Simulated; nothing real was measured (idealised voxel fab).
process module | voxel self aligned contacts
cross-section cut | 210 nm wide | cells 5 nm
A cross-section is a grid of square cells, given in bands from the top down. A band is one or more rows of cells.
Each band's line starts with the height of the band's top and of its bottom, in nm. Then come its materials from left to right, each with its width in nm. One material with "throughout" fills the band from edge to edge. "air" is empty space.
Height 0 is the level under which the wafer as received is all one material. The lowest band goes on downwards, as in "0 down".
A width such as "30 to 40" changes by the same amount from each row of cells to the next, from the band's top row to its bottom row.
"no change" after a step means that no cell of the cross-section changed.
closed voids: empty space of 8 cells or more with no open way to the top, each as width x height at its distance from the left edge, in nm
after a step's settings: what the simulator itself notes on the step
overlay nm, on a step with a mask: how far to the right of its planned place the mask lay; to the left if negative
plan
1 op RECEIVE | material Si
2 op CONFORMAL_DEP | material SiO2 | thk nm 5
3 op DIRECTIONAL_DEP | material polySi | thk nm 20
4 op DIRECTIONAL_DEP | material SiN | thk nm 15
5 op DIRECTIONAL_DEP | material aC | thk nm 15
6 op PATTERN | tone cover | mask id GATE | material resist | width nm 30 | pitch nm 55 | thk nm 30 | overlay nm 0
7 op DIRECTIONAL_ETCH | etch materials aC | depth nm 15
8 op STRIP | etch materials resist
9 op DIRECTIONAL_ETCH | etch materials SiN | depth nm 15
10 op DIRECTIONAL_ETCH | etch materials polySi | depth nm 20
11 op STRIP | etch materials aC
12 op CONFORMAL_DEP | material SiN | thk nm 5
13 op DIRECTIONAL_ETCH | etch materials SiN | depth nm 5
14 op FILL_DEP | material SiO2 | thk nm 20
15 op CMP | height nm 50
16 op DIRECTIONAL_DEP | material aC | thk nm 10
17 op PATTERN | tone open | mask id CONTACT | material resist | width nm 35 | thk nm 30 | overlay nm 0
18 op DIRECTIONAL_ETCH | etch materials aC | depth nm 10
19 op STRIP | etch materials resist
20 op DIRECTIONAL_ETCH | etch materials SiO2 | depth nm 50
21 op STRIP | etch materials aC
22 op CONFORMAL_DEP | material TiN | thk nm 5
23 op FILL_DEP | material W | thk nm 10
24 op CMP | height nm 50
25 op CONFORMAL_DEP | material SiN | thk nm 5
as received, after step 1
  0 down: Si throughout
  closed voids: none
a wafer at the end: this start, this plan, one mistake
  55 to 50: SiN throughout
  50 to 40: SiO2 85 | TiN 5 | W 25 | TiN 5 | SiO2 90
  40 to 35: SiO2 85 | TiN 10 | W 15 | TiN 10 | SiO2 90
  35 to 25: SiO2 60 | SiN 30 | TiN 5 | W 15 | TiN 5 | SiN 30 | SiO2 65
  25 to 5: SiO2 60 | polySi 30 | TiN 5 | W 15 | TiN 5 | polySi 30 | SiO2 65
  5 to 0: SiO2 90 | TiN 25 | SiO2 95
  0 down: Si throughout
  closed voids: none
what went wrong: step 12 was left out
